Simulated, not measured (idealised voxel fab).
process module | voxel tone inversion
cross-section cut | 145 nm wide | cells 5 nm
A cross-section is a grid of square cells, given in bands from the top down. A band is one or more rows of cells.
Each band's line starts with the height of the band's top and of its bottom, in nm. Then come its materials from left to right, each with its width in nm. One material with "throughout" fills the band from edge to edge. "air" is empty space.
Height 0 is the level under which the wafer as received is all one material. The lowest band goes on downwards, as in "0 down".
A width such as "30 to 40" changes by the same amount from each row of cells to the next, from the band's top row to its bottom row.
"no change" after a step means that no cell of the cross-section changed.
closed voids: empty space of 8 cells or more with no open way to the top, each as width x height at its distance from the left edge, in nm
after a step's settings: what the simulator itself notes on the step
overlay nm, on a step with a mask: how far to the right of its planned place the mask lay; to the left if negative
plan
1 op RECEIVE | material Si
2 op CONFORMAL_DEP | material SiN | thk nm 5
3 op DIRECTIONAL_DEP | material aC | thk nm 25
4 op PATTERN | tone cover | mask id POSTS | material resist | width nm 15 | pitch nm 35 | thk nm 30 | overlay nm 0
5 op DIRECTIONAL_ETCH | etch materials aC | depth nm 25
6 op STRIP | etch materials resist
7 op FILL_DEP | material lowk | thk nm 5
8 op CMP | height nm 30
9 op STRIP | etch materials aC
10 op CONFORMAL_DEP | material TiN | thk nm 5
11 op FILL_DEP | material W | thk nm 5
12 op CMP | height nm 30
13 op CONFORMAL_DEP | material SiN | thk nm 5
as received, after step 1
  0 down: Si throughout
  closed voids: none
first wafer at the end, as planned
  35 to 30: SiN throughout
  30 to 10: lowk 30 | TiN 5 | W 5 | TiN 5 | lowk 20 | TiN 5 | W 5 | TiN 5 | lowk 20 | TiN 5 | W 5 | TiN 5 | lowk 30
  10 to 5: lowk 30 | TiN 15 | lowk 20 | TiN 15 | lowk 20 | TiN 15 | lowk 30
  5 to 0: SiN throughout
  0 down: Si throughout
  closed voids: none
second wafer at the end: like start, like plan, one mistake
  35 to 30: SiN throughout
  30 to 10: lowk 25 | TiN 5 | W 5 | TiN 5 | lowk 20 | TiN 5 | W 5 | TiN 5 | lowk 20 | TiN 5 | W 5 | TiN 5 | lowk 35
  10 to 5: lowk 25 | TiN 15 | lowk 20 | TiN 15 | lowk 20 | TiN 15 | lowk 35
  5 to 0: SiN throughout
  0 down: Si throughout
  closed voids: none
what went wrong: step 4 ran as: op PATTERN | tone cover | mask id POSTS | material resist | width nm 15 | pitch nm 35 | thk nm 30 | overlay nm -5
at the end the second wafer has, in cells: as many of each material as the first, in other places
